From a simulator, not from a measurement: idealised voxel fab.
The process module that follows is named voxel local oxidation.
Displayed cross-section: cut, width of 210 nm, square cells sized 5 nm.
Heads up, the way a cross-section reads in here is a grid of square cells, handed over as bands from the top down, with every band being one or more rows of cells.
In this notation a band is specified by the heights of its top and bottom, in that order and in nm, after which its materials appear from left to right, each paired with its width in nm. The word "full width" attached to a single material means that material fills the band from edge to edge; the word "blank" stands for empty space.
Measure heights from 0. That's the level where, below it, the as-received wafer is all one material. The lowest band is bottomless and extends downward; write it as in "0..down".
With a width like "30->40", each row of cells in the band differs from the next by the same amount, the top row carrying the first number and the bottom row the second.
What does "all unchanged" mean for a step? It means no cell of the cross-section changed in that step.
Under "Closed-off voids" you'll find the enclosed gaps, the ones with no way out to the top, that are 8 cells or bigger; each reads width x height at distance, with distance counted from the left edge, everything in nm.
after a step's settings: what the simulator itself notes on the step
A step line may carry the setting "overlay nm", which, for steps involving a mask, states the distance by which the mask lay to the right of its intended position; negative values denote displacement to the left.

Process steps (planned)
step 1: RECEIVE [material Si]
step 2: OXIDIZE [depth nm 5]
step 3: CONFORMAL_DEP [material SiN] [thk nm 10]
step 4: DIRECTIONAL_DEP [material aC] [thk nm 15]
step 5: PATTERN [tone cover] [mask id ACTIVE] [material resist] [width nm 90] [thk nm 30] [overlay nm 0]
step 6: DIRECTIONAL_ETCH [etch materials aC] [depth nm 15]
step 7: STRIP [etch materials resist]
step 8: DIRECTIONAL_ETCH [etch materials SiN] [depth nm 10]
step 9: STRIP [etch materials aC]
step 10: SELECTIVE_ETCH [etch materials SiO2] [depth nm 5]
step 11: OXIDIZE [depth nm 15]
step 12: STRIP [etch materials SiN]

Cross-section of the incoming wafer, state after step 1
    0..down  Si full width
    Closed-off voids: none

Looking at the first of two wafers in cross-section at end of module - ran to plan
    0..-5  blank 65, SiO2 80, blank 65
    -5..-20  SiO2 80, Si 50, SiO2 80
    -20..down  Si full width
    Closed-off voids: none

Second wafer cross-section at end of module - shared start and plan with the first, one mistake in the run
    5..-5  SiO2 full width
    -5..down  Si full width
    Closed-off voids: none
Finding, execution versus plan: step 3 ran with different settings than intended, the actual operation and settings being CONFORMAL_DEP [material SiO2] [thk nm 10]
Final cells, second wafer relative to first, materials higher or lower: Si +96, SiO2 -28
